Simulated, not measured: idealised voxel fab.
Proc. module: voxel released beams
Xsec cut, 230 nm wide, square cell size 5 nm.
A cross-section is written here as square cells arranged in a grid, and it is given in bands from the top down, each band taking up one or more rows of cells.
Heads up on the band format: heights come first, top then bottom, in nm. After that it's the materials left to right, each with its width in nm. A single material flagged "throughout" fills the whole band edge to edge, and "air" means there's empty space there.
Height reference: 0 = level under which incoming wafer is all one material. Lowest band: no bottom, runs on downward, e.g. "0 nm and below".
Per-row width for "30->40": begins at first number (top row of band), ends at second number (bottom row), increment between rows held constant.
Key: "remains unaltered" - step with no changed cell in the cross-section.
"Unvented internal voids" means: voids of 8 cells or more that are shut off from the top with no open way through. Written width x height at distance, distance from the left edge, in nm.
Text after the settings on a step's line: the simulator's own remark on that step.
overlay nm: on a step with a mask, how far right of its planned place the mask lay; negative means left.
**plan**
- 1: RECEIVE [material Si]
- 2: CONFORMAL_DEP [material SiN] [thk nm 5]
- 3: DIRECTIONAL_DEP [material SiO2] [thk nm 10]
- 4: DIRECTIONAL_DEP [material aC] [thk nm 10]
- 5: PATTERN [tone open] [mask id ANCHOR] [material resist] [width nm 45] [thk nm 30] [overlay nm 0]
- 6: DIRECTIONAL_ETCH [etch materials aC] [depth nm 10]
- 7: STRIP [etch materials resist]
- 8: DIRECTIONAL_ETCH [etch materials SiO2] [depth nm 10]
- 9: STRIP [etch materials aC]
- 10: CONFORMAL_DEP [material TiN] [thk nm 15]
- 11: PATTERN [tone cover] [mask id BEAM] [material resist] [width nm 120] [thk nm 15] [overlay nm 0]
- 12: DIRECTIONAL_ETCH [etch materials TiN] [depth nm 15]
- 13: STRIP [etch materials resist]
- 14: STRIP [etch materials SiO2]
Be aware that, although all wafers share a common starting state, the thk nm at step 2 differs among them, and the plan displays the first wafer's value.
**The first of several wafers as received, shown in cross-section; this is its state after step 1**
0 nm and below = Si throughout
Unvented internal voids: none
**Module end state after final step 14: cross-section of the first of several wafers**
30 nm to 20 nm = air: 50 | TiN: 20 | air: 15 | TiN: 85 | air: 60
20 nm to 15 nm = air: 50 | TiN: 120 | air: 60
15 nm to 5 nm = air: 55 | TiN: 45 | air: 130
5 nm to 0 nm = SiN throughout
0 nm and below = Si throughout
Unvented internal voids: none
**Of the several wafers, the last: cross-section at the end of the module**
45 nm to 35 nm = air: 50 | TiN: 20 | air: 15 | TiN: 85 | air: 60
35 nm to 30 nm = air: 50 | TiN: 120 | air: 60
30 nm to 20 nm = air: 55 | TiN: 45 | air: 130
20 nm to 0 nm = SiN throughout
0 nm and below = Si throughout
Unvented internal voids: none
**Below is a per-wafer table. In it, each row describes the wafer at the end of the module by giving, for each material, the number of cells gained (+) or lost (-) since the wafer was received, and after that the closed voids of the wafer**
thk nm 5; +46 SiN; +84 TiN; Unvented internal voids: none
thk nm 10; +92 SiN; +84 TiN; Unvented internal voids: none
thk nm 15; +138 SiN; +84 TiN; Unvented internal voids: none
thk nm 20; +184 SiN; +84 TiN; Unvented internal voids: none
